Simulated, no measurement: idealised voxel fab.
The process module presented herein is designated voxel self aligned vias.
Shown is cross-section cut, with a width of 245 nm and square cells of size 5 nm.
Throughout this document, each cross-section is represented as a grid of square cells and is presented as a sequence of bands enumerated from the top downward, where a band comprises one or more rows of cells. Each band's line starts with the height of the band's top and of its bottom, in nm. Then come its materials from left to right, each with its width in nm. One material with "full width" fills the band from edge to edge. "air" is empty space. For the purposes of this specification, 0 denotes the height below which the wafer in its as-received condition is composed wholly of one material, and the lowermost band, lacking a lower limit, extends downward without end, as expressed in "0 down". The width entry "30..40" should be interpreted row by row: the top row of cells in the band takes the first number, the bottom row takes the second number, and the change between adjacent rows is uniform throughout. For the purposes of this document, the phrase "nothing changed" attached to a step denotes that no cell within the cross-section was modified by that step. In the "Fully closed voids" entry, you get each enclosed empty space of 8 cells or more, one with no open way to the top, written width x height at distance, distance from the left edge, in nm. It should be noted that, on the line of a given step, the content following the step's settings is a remark produced by the simulator itself with respect to that step. Regarding "overlay nm": on a step with a mask, it is the distance the mask lay to the right of its planned place; a negative value places it to the left.
**List of planned process steps**
- 1: RECEIVE [material Si]
- 2: CONFORMAL_DEP [material SiO2] [thk nm 15]
- 3: CONFORMAL_DEP [material SiCN] [thk nm 5]
- 4: DIRECTIONAL_DEP [material SiO2] [thk nm 25]
- 5: MASKED_ETCH [tone open] [mask id LINES] [width nm 30] [pitch nm 65] [etch materials SiO2] [depth nm 25] [overlay nm 0]
- 6: CONFORMAL_DEP [material TiN] [thk nm 5]
- 7: FILL_DEP [material W] [thk nm 10]
- 8: CMP [height nm 45]
- 9: SELECTIVE_ETCH [etch materials W Ru TiN] [depth nm 5]
- 10: FILL_DEP [material SiN] [thk nm 5]
- 11: CMP [height nm 45]
- 12: DIRECTIONAL_DEP [material SiO2] [thk nm 15]
- 13: MASKED_ETCH [tone open] [mask id VIAS] [width nm 50] [pitch nm 65] [etch materials SiO2] [depth nm 15] [overlay nm 0]
- 14: MASKED_ETCH [tone open] [mask id VIAS] [width nm 50] [pitch nm 65] [etch materials SiN] [depth nm 5] [overlay nm 0]
- 15: CONFORMAL_DEP [material TiN] [thk nm 5]
- 16: FILL_DEP [material W] [thk nm 5]
- 17: CMP [height nm 60]
- 18: CONFORMAL_DEP [material SiCN] [thk nm 5]
**Cross-section of the incoming wafer, state after step 1**
    0 down  Si full width
    Fully closed voids: none
**Looking at the first of two wafers in cross-section at end of module - ran to plan**
    65 to 60  SiCN full width
    60 to 50  SiO2: 30 | TiN: 5 | W: 40 | TiN: 5 | SiO2: 15 | TiN: 5 | W: 40 | TiN: 5 | SiO2: 15 | TiN: 5 | W: 40 | TiN: 5 | SiO2: 35
    50 to 45  SiO2: 30 | TiN: 15 | W: 20 | TiN: 15 | SiO2: 15 | TiN: 15 | W: 20 | TiN: 15 | SiO2: 15 | TiN: 15 | W: 20 | TiN: 15 | SiO2: 35
    45 to 40  SiO2: 40 | TiN: 30 | SiO2: 35 | TiN: 30 | SiO2: 35 | TiN: 30 | SiO2: 45
    40 to 25  SiO2: 40 | TiN: 5 | W: 20 | TiN: 5 | SiO2: 35 | TiN: 5 | W: 20 | TiN: 5 | SiO2: 35 | TiN: 5 | W: 20 | TiN: 5 | SiO2: 45
    25 to 20  SiO2: 40 | TiN: 30 | SiO2: 35 | TiN: 30 | SiO2: 35 | TiN: 30 | SiO2: 45
    20 to 15  SiCN full width
    15 to 0  SiO2 full width
    0 down  Si full width
    Fully closed voids: none
**Wafer two cross-section, module end. Start and plan unchanged from wafer one; one mistake made during the run**
    65 to 60  SiCN full width
    60 to 45  SiO2: 30 | TiN: 5 | W: 40 | TiN: 5 | SiO2: 15 | TiN: 5 | W: 40 | TiN: 5 | SiO2: 15 | TiN: 5 | W: 40 | TiN: 5 | SiO2: 35
    45 to 40  SiN: 30 | TiN: 50 | SiN: 15 | TiN: 50 | SiN: 15 | TiN: 50 | SiN: 35
    40 to 25  SiO2: 40 | TiN: 5 | W: 20 | TiN: 5 | SiO2: 35 | TiN: 5 | W: 20 | TiN: 5 | SiO2: 35 | TiN: 5 | W: 20 | TiN: 5 | SiO2: 45
    25 to 20  SiO2: 40 | TiN: 30 | SiO2: 35 | TiN: 30 | SiO2: 35 | TiN: 30 | SiO2: 45
    20 to 15  SiCN full width
    15 to 0  SiO2 full width
    0 down  Si full width
    Fully closed voids: none
what went wrong: planned and actual differ for step 4; actual: DIRECTIONAL_DEP [material SiO2] [thk nm 20]
Final wafer comparison in cells, second versus first, more or fewer per material: 19 more of SiN | 31 fewer of SiO2 | 12 more of W
